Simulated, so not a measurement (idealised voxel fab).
Process module name: voxel trench capacitor
FYI the section here is cut, 205 nm wide, cells are 5 nm squares.
Each cross-section below is a grid of square cells, stated as bands in top-down order, with one or more rows of cells making up each band. Basically the band line says how high the top is and how high the bottom is, in nm, and then what's in it from left to right, every material with its width in nm. Empty space shows up as "air", and if a single material carries "throughout" it runs the full band edge to edge. For the purposes of this specification, 0 denotes the height below which the wafer in its as-received condition is composed wholly of one material, and the lowermost band, lacking a lower limit, extends downward without end, as expressed in "z 0 and below". Top row gets the first number, bottom row gets the second, and each row in between changes by the same step: that is how a band width like "30 to 40" works. You'll sometimes find "no alterations made" written for a step, and that's the way of saying that nowhere in the cross-section did a cell change during that step. So "Sealed void listing" is basically the list of trapped voids: any empty space of 8 cells or more that can't reach the top through an opening. They're written width x height at distance, the distance being from the left edge, and it's all nm. Past the settings on a step's line: simulator remark, on that step. Steps that use a mask can have "overlay nm" on their line. It says how far the mask sat to the right of where it was meant to be. Negative means to the left.
## Process steps (planned)
1) RECEIVE (material Si)
2) CONFORMAL_DEP (material SiN; thk nm 5)
3) DIRECTIONAL_DEP (material aC; thk nm 10)
4) PATTERN (tone open; mask id TRENCH; material resist; width nm 15; pitch nm 50; thk nm 30; overlay nm 0)
5) DIRECTIONAL_ETCH (etch materials aC; depth nm 10)
6) STRIP (etch materials resist)
7) DIRECTIONAL_ETCH (etch materials SiN; depth nm 5)
8) DIRECTIONAL_ETCH (etch materials Si; depth nm 25)
9) STRIP (etch materials aC)
10) CONFORMAL_DEP (material Al2O3; thk nm 5)
11) FILL_DEP (material polySi; thk nm 5)
12) CMP (height nm 5)
Wafer-to-wafer difference: width nm, step 4. Common start. Plan = first wafer's value.
## Received wafers, first of several: cross-section after step 1
* z 0 and below  Si throughout
* Sealed void listing: none
## So in this table every wafer gets its own row, and what you see is where it stands at the end of the module: for each material, how many cells it picked up (+) or gave up (-) since we received it, and after that its closed voids
width nm 15, +26 Al2O3, -30 Si, +35 SiN, +10 polySi, Sealed void listing: none
width nm 20, +28 Al2O3, -40 Si, +33 SiN, +20 polySi, Sealed void listing: none
width nm 25, +30 Al2O3, -50 Si, +31 SiN, +30 polySi, Sealed void listing: none
width nm 30, +32 Al2O3, -60 Si, +29 SiN, +40 polySi, Sealed void listing: none
width nm 35, +34 Al2O3, -70 Si, +27 SiN, +50 polySi, Sealed void listing: none
